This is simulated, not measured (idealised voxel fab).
voxel quadruple lines: a process module
Cross-section cut: width 245 nm, square cells of 5 nm.
Cross-sections here: square-cell grids, written as top-down lists of bands, a band being one or more rows of cells. First you get the band's top height and its bottom height, in nm, and then the materials it's made of, left to right, with each width in nm. If you see a single material with "full width", that one covers the band edge to edge. "air" is empty space. Note: height 0 marks the level under which the wafer is uniformly one material as received. Lowest band unbounded below, written "0 -> down". The expression "30 to 40" gives the width at the extremes of the band, the first number at its top row of cells and the second at its bottom row, with the width changing by equal amounts from each row to the next in between. "remained the same" means the step left every cell of the cross-section as it was. "Closed voids list" lists enclosed empty spaces (at least 8 cells, no open path upward to the top), each as width x height at distance from the left edge, in nm. Text after the settings on a step's line: the simulator's own remark on that step. What "overlay nm" on a step's line means: if the step has a mask, that mask lay this far to the right of its planned place, or, when the value is negative, to the left.

**The planned process steps are enumerated hereunder**
- 1: RECEIVE: material Si
- 2: CONFORMAL_DEP: material Al2O3, thk nm 5
- 3: DIRECTIONAL_DEP: material TiN, thk nm 10
- 4: DIRECTIONAL_DEP: material polySi, thk nm 20
- 5: DIRECTIONAL_DEP: material aC, thk nm 20
- 6: PATTERN: tone cover, mask id MANDREL, material resist, width nm 20, pitch nm 60, thk nm 25, overlay nm 0
- 7: DIRECTIONAL_ETCH: etch materials aC, depth nm 20
- 8: STRIP: etch materials resist
- 9: CONFORMAL_DEP: material SiO2, thk nm 10
- 10: DIRECTIONAL_ETCH: etch materials SiO2, depth nm 10
- 11: STRIP: etch materials aC
- 12: DIRECTIONAL_ETCH: etch materials polySi, depth nm 20
- 13: STRIP: etch materials SiO2
- 14: CONFORMAL_DEP: material SiCN, thk nm 5
- 15: DIRECTIONAL_ETCH: etch materials SiCN, depth nm 5
- 16: STRIP: etch materials polySi
- 17: DIRECTIONAL_ETCH: etch materials TiN, depth nm 10
- 18: STRIP: etch materials SiCN
- 19: FILL_DEP: material SiO2, thk nm 5
- 20: CMP: height nm 15

**First wafer of two (run as planned)**

**Cross-section of the wafer at receipt, which is the condition after step 1**
> 0 -> down  Si full width
> Closed voids list: none

**Wafer after step 2 (cross-section)**
> 5 -> 0  Al2O3 full width
> Everything under 0 stays put, no change at all.

**Wafer after step 3 (cross-section)**
> 15 -> 5  TiN full width
> Everything under 5 stays put, no change at all.

**Wafer after step 4 (cross-section)**
> 35 -> 15  polySi full width
> Everything under 15 stays put, no change at all.

**Wafer after step 5 (cross-section)**
> 55 -> 35  aC full width
> Everything under 35 stays put, no change at all.

**Wafer after step 6 (cross-section)**
> 80 -> 55  air 80, then resist 20, then air 40, then resist 20, then air 85
> Everything under 55 stays put, no change at all.

**Wafer after step 7 (cross-section)**
> 60 -> 55  air 80, then resist 20, then air 40, then resist 20, then air 85
> 55 -> 35  air 80, then aC 20, then air 40, then aC 20, then air 85
> Everything under 35 stays put, no change at all.

**Wafer after step 8 (cross-section)**
> 55 -> 35  air 80, then aC 20, then air 40, then aC 20, then air 85
> Everything under 35 stays put, no change at all.

**Wafer after step 9 (cross-section)**
> 65 -> 55  air 70, then SiO2 40, then air 20, then SiO2 40, then air 75
> 55 -> 45  air 70, then SiO2 10, then aC 20, then SiO2 10, then air 20, then SiO2 10, then aC 20, then SiO2 10, then air 75
> 45 -> 35  SiO2 80, then aC 20, then SiO2 40, then aC 20, then SiO2 85
> Everything under 35 stays put, no change at all.

**Wafer after step 10 (cross-section)**
> 55 -> 35  air 70, then SiO2 10, then aC 20, then SiO2 10, then air 20, then SiO2 10, then aC 20, then SiO2 10, then air 75
> Everything under 35 stays put, no change at all.

**Wafer after step 11 (cross-section)**
> 55 -> 35  air 70, then SiO2 10, then air 20, then SiO2 10, then air 20, then SiO2 10, then air 20, then SiO2 10, then air 75
> Everything under 35 stays put, no change at all.

**Wafer after step 12 (cross-section)**
> 55 -> 35  air 70, then SiO2 10, then air 20, then SiO2 10, then air 20, then SiO2 10, then air 20, then SiO2 10, then air 75
> 35 -> 15  air 70, then polySi 10, then air 20, then polySi 10, then air 20, then polySi 10, then air 20, then polySi 10, then air 75
> Everything under 15 stays put, no change at all.

**Wafer after step 13 (cross-section)**
> 35 -> 15  air 70, then polySi 10, then air 20, then polySi 10, then air 20, then polySi 10, then air 20, then polySi 10, then air 75
> Everything under 15 stays put, no change at all.

**Wafer after step 14 (cross-section)**
> 40 -> 35  air 65, then SiCN 20, then air 10, then SiCN 20, then air 10, then SiCN 20, then air 10, then SiCN 20, then air 70
> 35 -> 20  air 65, then SiCN 5, then polySi 10, then SiCN 5, then air 10, then SiCN 5, then polySi 10, then SiCN 5, then air 10, then SiCN 5, then polySi 10, then SiCN 5, then air 10, then SiCN 5, then polySi 10, then SiCN 5, then air 70
> 20 -> 15  SiCN 70, then polySi 10, then SiCN 20, then polySi 10, then SiCN 20, then polySi 10, then SiCN 20, then polySi 10, then SiCN 75
> Everything under 15 stays put, no change at all.

**Wafer after step 15 (cross-section)**
> 35 -> 15  air 65, then SiCN 5, then polySi 10, then SiCN 5, then air 10, then SiCN 5, then polySi 10, then SiCN 5, then air 10, then SiCN 5, then polySi 10, then SiCN 5, then air 10, then SiCN 5, then polySi 10, then SiCN 5, then air 70
> Everything under 15 stays put, no change at all.

**Wafer after step 16 (cross-section)**
> 35 -> 15  air 65, then SiCN 5, then air 10, then SiCN 5, then air 10, then SiCN 5, then air 10, then SiCN 5, then air 10, then SiCN 5, then air 10, then SiCN 5, then air 10, then SiCN 5, then air 10, then SiCN 5, then air 70
> Everything under 15 stays put, no change at all.

**Wafer after step 17 (cross-section)**
> 35 -> 15  air 65, then SiCN 5, then air 10, then SiCN 5, then air 10, then SiCN 5, then air 10, then SiCN 5, then air 10, then SiCN 5, then air 10, then SiCN 5, then air 10, then SiCN 5, then air 10, then SiCN 5, then air 70
> 15 -> 5  air 65, then TiN 5, then air 10, then TiN 5, then air 10, then TiN 5, then air 10, then TiN 5, then air 10, then TiN 5, then air 10, then TiN 5, then air 10, then TiN 5, then air 10, then TiN 5, then air 70
> Everything under 5 stays put, no change at all.

**Wafer after step 18 (cross-section)**
> 15 -> 5  air 65, then TiN 5, then air 10, then TiN 5, then air 10, then TiN 5, then air 10, then TiN 5, then air 10, then TiN 5, then air 10, then TiN 5, then air 10, then TiN 5, then air 10, then TiN 5, then air 70
> Everything under 5 stays put, no change at all.

**Wafer after step 19 (cross-section)**
> 20 -> 15  SiO2 full width
> 15 -> 5  SiO2 65, then TiN 5, then SiO2 10, then TiN 5, then SiO2 10, then TiN 5, then SiO2 10, then TiN 5, then SiO2 10, then TiN 5, then SiO2 10, then TiN 5, then SiO2 10, then TiN 5, then SiO2 10, then TiN 5, then SiO2 70
> Everything under 5 stays put, no change at all.

**Wafer after step 20 (cross-section)**
> 15 -> 5  SiO2 65, then TiN 5, then SiO2 10, then TiN 5, then SiO2 10, then TiN 5, then SiO2 10, then TiN 5, then SiO2 10, then TiN 5, then SiO2 10, then TiN 5, then SiO2 10, then TiN 5, then SiO2 10, then TiN 5, then SiO2 70
> Everything under 5 stays put, no change at all.

**Wafer two. Identical start, identical plan. One mistake in execution. Identical history through step 8**

**Second wafer, cross-section, planned end of step 9**
> 60 -> 55  air 75, then SiO2 30, then air 30, then SiO2 30, then air 80
> 55 -> 40  air 75, then SiO2 5, then aC 20, then SiO2 5, then air 30, then SiO2 5, then aC 20, then SiO2 5, then air 80
> 40 -> 35  SiO2 80, then aC 20, then SiO2 40, then aC 20, then SiO2 85
> Everything under 35 stays put, no change at all.

**Second wafer, cross-section, planned end of step 10**
> 55 -> 50  air 80, then aC 20, then air 40, then aC 20, then air 85
> 50 -> 35  air 75, then SiO2 5, then aC 20, then SiO2 5, then air 30, then SiO2 5, then aC 20, then SiO2 5, then air 80
> Everything under 35 stays put, no change at all.

**Second wafer, cross-section, planned end of step 11**
> 50 -> 35  air 75, then SiO2 5, then air 20, then SiO2 5, then air 30, then SiO2 5, then air 20, then SiO2 5, then air 80
> Everything under 35 stays put, no change at all.

**Second wafer, cross-section, planned end of step 12**
> 50 -> 35  air 75, then SiO2 5, then air 20, then SiO2 5, then air 30, then SiO2 5, then air 20, then SiO2 5, then air 80
> 35 -> 15  air 75, then polySi 5, then air 20, then polySi 5, then air 30, then polySi 5, then air 20, then polySi 5, then air 80
> Everything under 15 stays put, no change at all.

**Second wafer, cross-section, planned end of step 13**
> 35 -> 15  air 75, then polySi 5, then air 20, then polySi 5, then air 30, then polySi 5, then air 20, then polySi 5, then air 80
> Everything under 15 stays put, no change at all.

**Second wafer, cross-section, planned end of step 14**
> 40 -> 35  air 70, then SiCN 15, then air 10, then SiCN 15, then air 20, then SiCN 15, then air 10, then SiCN 15, then air 75
> 35 -> 20  air 70, then SiCN 5, then polySi 5, then SiCN 5, then air 10, then SiCN 5, then polySi 5, then SiCN 5, then air 20, then SiCN 5, then polySi 5, then SiCN 5, then air 10, then SiCN 5, then polySi 5, then SiCN 5, then air 75
> 20 -> 15  SiCN 75, then polySi 5, then SiCN 20, then polySi 5, then SiCN 30, then polySi 5, then SiCN 20, then polySi 5, then SiCN 80
> Everything under 15 stays put, no change at all.

**Second wafer, cross-section, planned end of step 15**
> 35 -> 15  air 70, then SiCN 5, then polySi 5, then SiCN 5, then air 10, then SiCN 5, then polySi 5, then SiCN 5, then air 20, then SiCN 5, then polySi 5, then SiCN 5, then air 10, then SiCN 5, then polySi 5, then SiCN 5, then air 75
> Everything under 15 stays put, no change at all.

**Second wafer, cross-section, planned end of step 16**
> 35 -> 15  air 70, then SiCN 5, then air 5, then SiCN 5, then air 10, then SiCN 5, then air 5, then SiCN 5, then air 20, then SiCN 5, then air 5, then SiCN 5, then air 10, then SiCN 5, then air 5, then SiCN 5, then air 75
> Everything under 15 stays put, no change at all.

**Second wafer, cross-section, planned end of step 17**
> 35 -> 15  air 70, then SiCN 5, then air 5, then SiCN 5, then air 10, then SiCN 5, then air 5, then SiCN 5, then air 20, then SiCN 5, then air 5, then SiCN 5, then air 10, then SiCN 5, then air 5, then SiCN 5, then air 75
> 15 -> 5  air 70, then TiN 5, then air 5, then TiN 5, then air 10, then TiN 5, then air 5, then TiN 5, then air 20, then TiN 5, then air 5, then TiN 5, then air 10, then TiN 5, then air 5, then TiN 5, then air 75
> Everything under 5 stays put, no change at all.

**Second wafer, cross-section, planned end of step 18**
> 15 -> 5  air 70, then TiN 5, then air 5, then TiN 5, then air 10, then TiN 5, then air 5, then TiN 5, then air 20, then TiN 5, then air 5, then TiN 5, then air 10, then TiN 5, then air 5, then TiN 5, then air 75
> Everything under 5 stays put, no change at all.

**Second wafer, cross-section, planned end of step 19**
> 20 -> 15  SiO2 full width
> 15 -> 5  SiO2 70, then TiN 5, then SiO2 5, then TiN 5, then SiO2 10, then TiN 5, then SiO2 5, then TiN 5, then SiO2 20, then TiN 5, then SiO2 5, then TiN 5, then SiO2 10, then TiN 5, then SiO2 5, then TiN 5, then SiO2 75
> Everything under 5 stays put, no change at all.

**Second wafer, cross-section, planned end of step 20**
> 15 -> 5  SiO2 70, then TiN 5, then SiO2 5, then TiN 5, then SiO2 10, then TiN 5, then SiO2 5, then TiN 5, then SiO2 20, then TiN 5, then SiO2 5, then TiN 5, then SiO2 10, then TiN 5, then SiO2 5, then TiN 5, then SiO2 75
> Everything under 5 stays put, no change at all.
Against the plan, the run slipped here: step 9 deviated from plan and actually ran as CONFORMAL_DEP: material SiO2, thk nm 5
Matching per-material cell counts, mismatched positions: that is how the second wafer compares with the first at the end.
